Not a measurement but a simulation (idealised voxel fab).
process module | voxel double patterning
cross-section cut | 140 nm wide | cells 5 nm
A cross-section is a grid of square cells, given in bands from the top down. A band is one or more rows of cells.
Each band's line starts with the height of the band's top and of its bottom, in nm. Then come its materials from left to right, each with its width in nm. One material with "throughout" fills the band from edge to edge. "air" is empty space.
Height 0 is the level under which the wafer as received is all one material. The lowest band goes on downwards, as in "0 down".
A width such as "30 to 40" changes by the same amount from each row of cells to the next, from the band's top row to its bottom row.
"no change" after a step means that no cell of the cross-section changed.
closed voids: empty space of 8 cells or more with no open way to the top, each as width x height at its distance from the left edge, in nm
after a step's settings: what the simulator itself notes on the step
overlay nm, on a step with a mask: how far to the right of its planned place the mask lay; to the left if negative
plan
1 op RECEIVE | material Si
2 op CONFORMAL_DEP | material SiO2 | thk nm 5
3 op DIRECTIONAL_DEP | material W | thk nm 15
4 op DIRECTIONAL_DEP | material SiN | thk nm 5
5 op MASKED_ETCH | tone open | mask id FIRST | width nm 15 | pitch nm 50 | etch materials SiN | depth nm 5 | overlay nm 0
6 op MASKED_ETCH | tone open | mask id SECOND | width nm 15 | etch materials SiN | depth nm 5 | overlay nm 0
7 op DIRECTIONAL_ETCH | etch materials W | depth nm 15
8 op STRIP | etch materials SiN
as received, after step 1
  0 down: Si throughout
  closed voids: none
first wafer at the end, as planned
  20 to 5: W 35 | air 15 | W 10 | air 15 | W 10 | air 15 | W 40
  5 to 0: SiO2 throughout
  0 down: Si throughout
  closed voids: none
second wafer at the end: like start, like plan, one mistake
  25 to 20: SiO2 throughout
  20 to 5: W throughout
  5 to 0: SiO2 throughout
  0 down: Si throughout
  closed voids: none
what went wrong: step 4 ran as: op DIRECTIONAL_DEP | material SiO2 | thk nm 5
at the end the second wafer has, in cells: 28 more of SiO2 | 27 more of W
